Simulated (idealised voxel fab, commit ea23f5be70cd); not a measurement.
The process module presented herein is designated voxel self aligned contacts.
This is section cut - it's 205 nm across, gridded in 5 nm square cells.
Cross-section layout: square cells on a grid; listed as bands, top to bottom; a band spans one or more cell rows. Band: top and bottom heights (nm) first, top before bottom; then materials from left to right, widths in nm. "full width" marks a sole material filling the band edge to edge. "air" denotes empty space. Ref level 0: as-received wafer is one material below here. Bottom band extends down with no lower bound ("0 -> down"). The width entry "30->40" should be interpreted row by row: the top row of cells in the band takes the first number, the bottom row takes the second number, and the change between adjacent rows is uniform throughout. You'll sometimes find "left unchanged" written for a step, and that's the way of saying that nowhere in the cross-section did a cell change during that step. This entry, "Enclosed cavities", enumerates those empty regions of no fewer than 8 cells that possess no open connection to the top. Each region is reported in the form width x height at distance, the distance being taken from the left edge, with all three quantities expressed in nm. What comes after the settings on a step's line is commentary from the simulator itself on that step. A step line may carry the setting "overlay nm", which, for steps involving a mask, states the distance by which the mask lay to the right of its intended position; negative values denote displacement to the left.
Planned step list for the process:
1 RECEIVE (material Si)
2 OXIDIZE (depth nm 5)
3 DIRECTIONAL_DEP (material polySi; thk nm 30)
4 DIRECTIONAL_DEP (material SiN; thk nm 20)
5 MASKED_ETCH (tone cover; mask id GATE; width nm 25; pitch nm 50; etch materials SiN; depth nm 20; overlay nm 0)
6 MASKED_ETCH (tone cover; mask id GATE; width nm 25; pitch nm 50; etch materials polySi; depth nm 30; overlay nm 0)
7 CONFORMAL_DEP (material SiN; thk nm 5)
8 DIRECTIONAL_ETCH (etch materials SiN; depth nm 5)
9 FILL_DEP (material SiO2; thk nm 10)
10 CMP (height nm 55)
11 DIRECTIONAL_DEP (material aC; thk nm 10)
12 PATTERN (tone open; mask id CONTACT; material resist; width nm 35; thk nm 25; overlay nm 0)
13 DIRECTIONAL_ETCH (etch materials aC; depth nm 10)
14 STRIP (etch materials resist)
15 DIRECTIONAL_ETCH (etch materials SiO2; depth nm 60)
16 STRIP (etch materials aC)
17 CONFORMAL_DEP (material TiN; thk nm 5)
18 FILL_DEP (material W; thk nm 10)
19 CMP (height nm 55)
20 CONFORMAL_DEP (material SiCN; thk nm 5)
Concerning the first of two wafers, which was run in accordance with the plan:
Incoming wafer, cross-sectional view, post step 1:
    0 -> down = Si full width
    Enclosed cavities: none
Presented here is a cross-section of the wafer after step 2 has been performed:
    0 -> -5 = SiO2 full width
    Note: structure below -5 unchanged.
Presented here is a cross-section of the wafer after step 3 has been performed:
    30 -> 0 = polySi full width
    Note: structure below 0 unchanged.
Presented here is a cross-section of the wafer after step 4 has been performed:
    50 -> 30 = SiN full width
    Note: structure below 30 unchanged.
Presented here is a cross-section of the wafer after step 5 has been performed:
    50 -> 30 = 65 air  25 SiN  25 air  25 SiN  65 air
    Note: structure below 30 unchanged.
Presented here is a cross-section of the wafer after step 6 has been performed:
    50 -> 30 = 65 air  25 SiN  25 air  25 SiN  65 air
    30 -> 0 = 65 air  25 polySi  25 air  25 polySi  65 air
    Note: structure below 0 unchanged.
Presented here is a cross-section of the wafer after step 7 has been performed:
    55 -> 30 = 60 air  35 SiN  15 air  35 SiN  60 air
    30 -> 5 = 60 air  5 SiN  25 polySi  5 SiN  15 air  5 SiN  25 polySi  5 SiN  60 air
    5 -> 0 = 65 SiN  25 polySi  25 SiN  25 polySi  65 SiN
    Note: structure below 0 unchanged.
Presented here is a cross-section of the wafer after step 8 has been performed:
    50 -> 30 = 60 air  35 SiN  15 air  35 SiN  60 air
    30 -> 0 = 60 air  5 SiN  25 polySi  5 SiN  15 air  5 SiN  25 polySi  5 SiN  60 air
    Note: structure below 0 unchanged.
Presented here is a cross-section of the wafer after step 9 has been performed:
    60 -> 50 = SiO2 full width
    50 -> 30 = 60 SiO2  35 SiN  15 SiO2  35 SiN  60 SiO2
    30 -> 0 = 60 SiO2  5 SiN  25 polySi  5 SiN  15 SiO2  5 SiN  25 polySi  5 SiN  60 SiO2
    Note: structure below 0 unchanged.
Presented here is a cross-section of the wafer after step 10 has been performed:
    55 -> 50 = SiO2 full width
    Note: structure below 50 unchanged.
Presented here is a cross-section of the wafer after step 11 has been performed:
    65 -> 55 = aC full width
    Note: structure below 55 unchanged.
Presented here is a cross-section of the wafer after step 12 has been performed:
    90 -> 65 = 85 resist  35 air  85 resist
    Note: structure below 65 unchanged.
Presented here is a cross-section of the wafer after step 13 has been performed:
    80 -> 65 = 85 resist  35 air  85 resist
    65 -> 55 = 85 aC  35 air  85 aC
    Note: structure below 55 unchanged.
Presented here is a cross-section of the wafer after step 14 has been performed:
    65 -> 55 = 85 aC  35 air  85 aC
    Note: structure below 55 unchanged.
Presented here is a cross-section of the wafer after step 15 has been performed:
    65 -> 55 = 85 aC  35 air  85 aC
    55 -> 50 = 85 SiO2  35 air  85 SiO2
    50 -> 30 = 60 SiO2  35 SiN  15 air  35 SiN  60 SiO2
    30 -> 0 = 60 SiO2  5 SiN  25 polySi  5 SiN  15 air  5 SiN  25 polySi  5 SiN  60 SiO2
    0 -> -5 = 95 SiO2  15 air  95 SiO2
    Note: structure below -5 unchanged.
Presented here is a cross-section of the wafer after step 16 has been performed:
    55 -> 50 = 85 SiO2  35 air  85 SiO2
    Note: structure below 50 unchanged.
Presented here is a cross-section of the wafer after step 17 has been performed:
    60 -> 55 = 90 TiN  25 air  90 TiN
    55 -> 50 = 85 SiO2  15 TiN  5 air  15 TiN  85 SiO2
    50 -> 30 = 60 SiO2  35 SiN  5 TiN  5 air  5 TiN  35 SiN  60 SiO2
    30 -> 0 = 60 SiO2  5 SiN  25 polySi  5 SiN  5 TiN  5 air  5 TiN  5 SiN  25 polySi  5 SiN  60 SiO2
    0 -> -5 = 95 SiO2  15 TiN  95 SiO2
    Note: structure below -5 unchanged.
Presented here is a cross-section of the wafer after step 18 has been performed:
    70 -> 60 = W full width
    60 -> 55 = 90 TiN  25 W  90 TiN
    55 -> 50 = 85 SiO2  15 TiN  5 W  15 TiN  85 SiO2
    50 -> 30 = 60 SiO2  35 SiN  5 TiN  5 W  5 TiN  35 SiN  60 SiO2
    30 -> 0 = 60 SiO2  5 SiN  25 polySi  5 SiN  5 TiN  5 W  5 TiN  5 SiN  25 polySi  5 SiN  60 SiO2
    Note: structure below 0 unchanged.
Presented here is a cross-section of the wafer after step 19 has been performed:
    55 -> 50 = 85 SiO2  15 TiN  5 W  15 TiN  85 SiO2
    Note: structure below 50 unchanged.
Presented here is a cross-section of the wafer after step 20 has been performed:
    60 -> 55 = SiCN full width
    Note: structure below 55 unchanged.
Second wafer: like start, like plan, one mistake. Through step 1 it matches the first wafer:
The second wafer cut through, at the time step 2 was supposed to be finished: left unchanged
The second wafer cut through, at the time step 3 was supposed to be finished:
    30 -> 0 = polySi full width
    Note: structure below 0 unchanged.
The second wafer cut through, at the time step 4 was supposed to be finished:
    50 -> 30 = SiN full width
    Note: structure below 30 unchanged.
The second wafer cut through, at the time step 5 was supposed to be finished:
    50 -> 30 = 65 air  25 SiN  25 air  25 SiN  65 air
    Note: structure below 30 unchanged.
The second wafer cut through, at the time step 6 was supposed to be finished:
    50 -> 30 = 65 air  25 SiN  25 air  25 SiN  65 air
    30 -> 0 = 65 air  25 polySi  25 air  25 polySi  65 air
    Note: structure below 0 unchanged.
The second wafer cut through, at the time step 7 was supposed to be finished:
    55 -> 30 = 60 air  35 SiN  15 air  35 SiN  60 air
    30 -> 5 = 60 air  5 SiN  25 polySi  5 SiN  15 air  5 SiN  25 polySi  5 SiN  60 air
    5 -> 0 = 65 SiN  25 polySi  25 SiN  25 polySi  65 SiN
    Note: structure below 0 unchanged.
The second wafer cut through, at the time step 8 was supposed to be finished:
    50 -> 30 = 60 air  35 SiN  15 air  35 SiN  60 air
    30 -> 0 = 60 air  5 SiN  25 polySi  5 SiN  15 air  5 SiN  25 polySi  5 SiN  60 air
    Note: structure below 0 unchanged.
The second wafer cut through, at the time step 9 was supposed to be finished:
    60 -> 50 = SiO2 full width
    50 -> 30 = 60 SiO2  35 SiN  15 SiO2  35 SiN  60 SiO2
    30 -> 0 = 60 SiO2  5 SiN  25 polySi  5 SiN  15 SiO2  5 SiN  25 polySi  5 SiN  60 SiO2
    Note: structure below 0 unchanged.
The second wafer cut through, at the time step 10 was supposed to be finished:
    55 -> 50 = SiO2 full width
    Note: structure below 50 unchanged.
The second wafer cut through, at the time step 11 was supposed to be finished:
    65 -> 55 = aC full width
    Note: structure below 55 unchanged.
The second wafer cut through, at the time step 12 was supposed to be finished:
    90 -> 65 = 85 resist  35 air  85 resist
    Note: structure below 65 unchanged.
The second wafer cut through, at the time step 13 was supposed to be finished:
    80 -> 65 = 85 resist  35 air  85 resist
    65 -> 55 = 85 aC  35 air  85 aC
    Note: structure below 55 unchanged.
The second wafer cut through, at the time step 14 was supposed to be finished:
    65 -> 55 = 85 aC  35 air  85 aC
    Note: structure below 55 unchanged.
The second wafer cut through, at the time step 15 was supposed to be finished:
    65 -> 55 = 85 aC  35 air  85 aC
    55 -> 50 = 85 SiO2  35 air  85 SiO2
    50 -> 30 = 60 SiO2  35 SiN  15 air  35 SiN  60 SiO2
    30 -> 0 = 60 SiO2  5 SiN  25 polySi  5 SiN  15 air  5 SiN  25 polySi  5 SiN  60 SiO2
    Note: structure below 0 unchanged.
The second wafer cut through, at the time step 16 was supposed to be finished:
    55 -> 50 = 85 SiO2  35 air  85 SiO2
    Note: structure below 50 unchanged.
The second wafer cut through, at the time step 17 was supposed to be finished:
    60 -> 55 = 90 TiN  25 air  90 TiN
    55 -> 50 = 85 SiO2  15 TiN  5 air  15 TiN  85 SiO2
    50 -> 30 = 60 SiO2  35 SiN  5 TiN  5 air  5 TiN  35 SiN  60 SiO2
    30 -> 5 = 60 SiO2  5 SiN  25 polySi  5 SiN  5 TiN  5 air  5 TiN  5 SiN  25 polySi  5 SiN  60 SiO2
    5 -> 0 = 60 SiO2  5 SiN  25 polySi  5 SiN  15 TiN  5 SiN  25 polySi  5 SiN  60 SiO2
    Note: structure below 0 unchanged.
The second wafer cut through, at the time step 18 was supposed to be finished:
    70 -> 60 = W full width
    60 -> 55 = 90 TiN  25 W  90 TiN
    55 -> 50 = 85 SiO2  15 TiN  5 W  15 TiN  85 SiO2
    50 -> 30 = 60 SiO2  35 SiN  5 TiN  5 W  5 TiN  35 SiN  60 SiO2
    30 -> 5 = 60 SiO2  5 SiN  25 polySi  5 SiN  5 TiN  5 W  5 TiN  5 SiN  25 polySi  5 SiN  60 SiO2
    Note: structure below 5 unchanged.
The second wafer cut through, at the time step 19 was supposed to be finished:
    55 -> 50 = 85 SiO2  15 TiN  5 W  15 TiN  85 SiO2
    Note: structure below 50 unchanged.
The second wafer cut through, at the time step 20 was supposed to be finished:
    60 -> 55 = SiCN full width
    Note: structure below 55 unchanged.
What broke from the plan during processing? step 2 of the plan was jumped over and never run
Wafer comparison, final, in cells, second relative to first, materials more or fewer: Si +41; SiO2 -38; TiN -2; W -1
